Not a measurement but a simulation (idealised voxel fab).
Documented hereafter: the process module known as voxel transistor to metal.
The figure presents cross-section cut, which has a width of 205 nm and is divided into square cells with an edge length of 5 nm.
Format of a cross-section: grid, square cells. Given as bands. Order: top down. Band: one or more rows of cells. Band: top and bottom heights (nm) first, top before bottom; then materials from left to right, widths in nm. "throughout" marks a sole material filling the band edge to edge. "empty" denotes empty space. Below 0: as-received wafer, all one material; heights counted from there. Lowest band: no bottom, goes on down, written "0 down". Read "30 to 40" as a graded width: first number on top, second number at the bottom, same change between each pair of neighbouring rows. "nothing altered" (step): cross-section cells unchanged, all of them. Enclosed voids (no open way to top), threshold 8 cells or more, entry "Enclosed internal cavities", notation width x height at distance, distance from left edge, nm. Text after the settings on a step's line: the simulator's own remark on that step. The "overlay nm" setting may appear on a step's line; for a step that uses a mask, it gives how far to the right of its planned position the mask lay, and a negative value indicates the left.
### List of planned process steps
1: RECEIVE with material Si
2: OXIDIZE with depth nm 5
3: CONFORMAL_DEP with material SiN, thk nm 15
4: DIRECTIONAL_DEP with material aC, thk nm 10
5: PATTERN with tone cover, mask id ACTIVE, material resist, width nm 105, thk nm 25, overlay nm 0
6: DIRECTIONAL_ETCH with etch materials aC, depth nm 10
7: STRIP with etch materials resist
8: DIRECTIONAL_ETCH with etch materials SiN, depth nm 15
9: DIRECTIONAL_ETCH with etch materials SiO2, depth nm 5
10: DIRECTIONAL_ETCH with etch materials Si, depth nm 35
11: STRIP with etch materials aC
12: FILL_DEP with material SiO2, thk nm 15
13: CMP with height nm 15
14: SELECTIVE_ETCH with etch materials SiO2, depth nm 10
15: STRIP with etch materials SiN
16: SELECTIVE_ETCH with etch materials SiO2, depth nm 5
17: OXIDIZE with depth nm 5
18: DIRECTIONAL_DEP with material polySi, thk nm 20
19: DIRECTIONAL_DEP with material SiCN, thk nm 15
20: MASKED_ETCH with tone cover, mask id GATE, width nm 25, etch materials SiCN, depth nm 25, overlay nm 0
21: MASKED_ETCH with tone cover, mask id GATE, width nm 15, etch materials polySi, depth nm 30, overlay nm 0
22: CONFORMAL_DEP with material SiN, thk nm 10
23: DIRECTIONAL_ETCH with etch materials SiN, depth nm 10
24: DIRECTIONAL_ETCH with etch materials SiO2, depth nm 5
25: DIRECTIONAL_ETCH with etch materials Si, depth nm 15
26: EPI with material pSi, thk nm 15
27: FILL_DEP with material SiO2, thk nm 10
28: CMP with height nm 15
29: STRIP with etch materials polySi
30: SELECTIVE_ETCH with etch materials SiO2, depth nm 5
31: CONFORMAL_DEP with material HfO2, thk nm 5
32: CONFORMAL_DEP with material TiN, thk nm 5
33: FILL_DEP with material W, thk nm 5
34: CMP with height nm 10
35: DIRECTIONAL_DEP with material SiO2, thk nm 15
36: MASKED_ETCH with tone open, mask id CONTACT, width nm 15, pitch nm 80, etch materials SiO2, depth nm 20, overlay nm 0
37: CONFORMAL_DEP with material TiN, thk nm 5
38: FILL_DEP with material W, thk nm 5
39: CMP with height nm 25
40: CONFORMAL_DEP with material SiCN, thk nm 5
41: DIRECTIONAL_DEP with material SiO2, thk nm 25
42: DIRECTIONAL_DEP with material aC, thk nm 10
43: PATTERN with tone open, mask id METAL_1, material resist, width nm 15, pitch nm 80, thk nm 30, overlay nm 0
44: DIRECTIONAL_ETCH with etch materials aC, depth nm 10
45: STRIP with etch materials resist
46: DIRECTIONAL_ETCH with etch materials SiO2, depth nm 25
47: DIRECTIONAL_ETCH with etch materials SiCN, depth nm 5
48: STRIP with etch materials aC
49: CONFORMAL_DEP with material TiN, thk nm 5
50: FILL_DEP with material W, thk nm 5
51: CMP with height nm 55
52: EPI with material Ru, thk nm 5
53: FILL_DEP with material SiCN, thk nm 5
Every wafer here starts from the same state; it is the step 21 width nm that distinguishes them, and the value the plan gives belongs to the first wafer.
### first wafer as received, after step 1
    0 down  Si throughout
    Enclosed internal cavities: none
### Note: the following table is arranged by wafer, a row apiece. Each row reports the end-of-module state: per material, cells gained (+) or cells lost (-) compared with the wafer as received; closed voids follow
width nm 15, +13 HfO2, +10 Ru, -232 Si, +107 SiCN, +16 SiN, +488 SiO2, +51 TiN, +18 W, +62 pSi, Enclosed internal cavities: none
width nm 20, +13 HfO2, +10 Ru, -232 Si, +107 SiCN, +16 SiN, +488 SiO2, +51 TiN, +18 W, +62 pSi, Enclosed internal cavities: none
width nm 25, +13 HfO2, +10 Ru, -232 Si, +107 SiCN, +16 SiN, +488 SiO2, +51 TiN, +18 W, +62 pSi, Enclosed internal cavities: none
width nm 30, +14 HfO2, +10 Ru, -229 Si, +107 SiCN, +16 SiN, +487 SiO2, +52 TiN, +20 W, +56 pSi, Enclosed internal cavities: none
width nm 35, +15 HfO2, +10 Ru, -226 Si, +107 SiCN, +16 SiN, +486 SiO2, +53 TiN, +22 W, +50 pSi, Enclosed internal cavities: none
width nm 40, +16 HfO2, +10 Ru, -223 Si, +107 SiCN, +16 SiN, +485 SiO2, +54 TiN, +24 W, +44 pSi, Enclosed internal cavities: none
